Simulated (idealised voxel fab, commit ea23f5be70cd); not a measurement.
Herein follows the process module entitled voxel released beams.
245 nm wide, 5 nm square cells: that's cross-section cut.
Heads up, the way a cross-section reads in here is a grid of square cells, handed over as bands from the top down, with every band being one or more rows of cells. It is stipulated that each band's entry specify, in nanometres, the height of the top of the band and then that of its bottom, followed by the materials of the band in left-to-right sequence, each together with its width in nanometres. A single material marked by the word "full width" is understood to fill the band from edge to edge; the word "air" is understood to denote empty space. Heads up on the height convention: 0 is the point under which the incoming wafer is all one material, and the lowest band has no bottom, it just keeps going down, like "0 down". Width: "30 to 40" (first number = top row, second number = bottom row, same change from row to row of cells). "nothing got changed" for a step: no cell of the cross-section changed in that step. Closed-off voids of 8+ cells (no open route to the top) go in "Sealed internal cavities", written width x height at distance from the left edge, in nm. Where a step's line continues beyond its settings, the continuation is a remark by the simulator itself on that step. overlay nm: mask offset rightward from planned place, masked step; negative means leftward offset.
Set out below are the planned steps of the process:
| 1 | RECEIVE: material Si |
| 2 | CONFORMAL_DEP: material Al2O3, thk nm 5 |
| 3 | DIRECTIONAL_DEP: material SiO2, thk nm 15 |
| 4 | PATTERN: tone open, mask id ANCHOR, material resist, width nm 45, thk nm 15, overlay nm 0 |
| 5 | DIRECTIONAL_ETCH: etch materials SiO2, depth nm 15 |
| 6 | STRIP: etch materials resist |
| 7 | CONFORMAL_DEP: material W, thk nm 15 |
| 8 | PATTERN: tone cover, mask id BEAM, material resist, width nm 105, thk nm 20, overlay nm 0 |
| 9 | DIRECTIONAL_ETCH: etch materials W, depth nm 15 |
| 10 | STRIP: etch materials resist |
| 11 | STRIP: etch materials SiO2 |
First out of two wafers; run went to plan:
Step 1 complete: cross-section of the wafer as received:
> 0 down = Si full width
> Sealed internal cavities: none
The wafer, seen in cross-section, after step 2:
> 5 to 0 = Al2O3 full width
> Rest of section, below 0: as before.
The wafer, seen in cross-section, after step 3:
> 20 to 5 = SiO2 full width
> Rest of section, below 5: as before.
The wafer, seen in cross-section, after step 4:
> 35 to 20 = 70 nm resist, 45 nm air, 130 nm resist
> Rest of section, below 20: as before.
The wafer, seen in cross-section, after step 5:
> 35 to 20 = 70 nm resist, 45 nm air, 130 nm resist
> 20 to 5 = 70 nm SiO2, 45 nm air, 130 nm SiO2
> Rest of section, below 5: as before.
The wafer, seen in cross-section, after step 6:
> 20 to 5 = 70 nm SiO2, 45 nm air, 130 nm SiO2
> Rest of section, below 5: as before.
The wafer, seen in cross-section, after step 7:
> 35 to 20 = 85 nm W, 15 nm air, 145 nm W
> 20 to 5 = 70 nm SiO2, 45 nm W, 130 nm SiO2
> Rest of section, below 5: as before.
The wafer, seen in cross-section, after step 8:
> 55 to 35 = 65 nm air, 105 nm resist, 75 nm air
> 35 to 20 = 85 nm W, 15 nm resist, 145 nm W
> Rest of section, below 20: as before.
The wafer, seen in cross-section, after step 9:
> 55 to 35 = 65 nm air, 105 nm resist, 75 nm air
> 35 to 20 = 65 nm air, 20 nm W, 15 nm resist, 70 nm W, 75 nm air
> Rest of section, below 20: as before.
The wafer, seen in cross-section, after step 10:
> 35 to 20 = 65 nm air, 20 nm W, 15 nm air, 70 nm W, 75 nm air
> Rest of section, below 20: as before.
The wafer, seen in cross-section, after step 11:
> 35 to 20 = 65 nm air, 20 nm W, 15 nm air, 70 nm W, 75 nm air
> 20 to 5 = 70 nm air, 45 nm W, 130 nm air
> Rest of section, below 5: as before.
Second Wafer (Identical Start and Plan, One Processing Error; Matches First Wafer Through Step 6):
When step 7 should have ended:
> 40 to 25 = 90 nm W, 5 nm air, 150 nm W
> 25 to 20 = W full width
> 20 to 5 = 70 nm SiO2, 45 nm W, 130 nm SiO2
> Rest of section, below 5: as before.
When step 8 should have ended:
> 60 to 40 = 65 nm air, 105 nm resist, 75 nm air
> 40 to 25 = 90 nm W, 5 nm resist, 150 nm W
> Rest of section, below 25: as before.
When step 9 should have ended:
> 60 to 40 = 65 nm air, 105 nm resist, 75 nm air
> 40 to 25 = 65 nm air, 25 nm W, 5 nm resist, 75 nm W, 75 nm air
> Rest of section, below 25: as before.
When step 10 should have ended:
> 40 to 25 = 65 nm air, 25 nm W, 5 nm air, 75 nm W, 75 nm air
> Rest of section, below 25: as before.
when step 11 should have ended: nothing got changed
In executing the process, a mistake was made relative to the plan: step 7 ran as: CONFORMAL_DEP: material W, thk nm 20
Final tally in cells, some materials are higher or lower on the second wafer than on the first: 120 more of SiO2 | 55 more of W
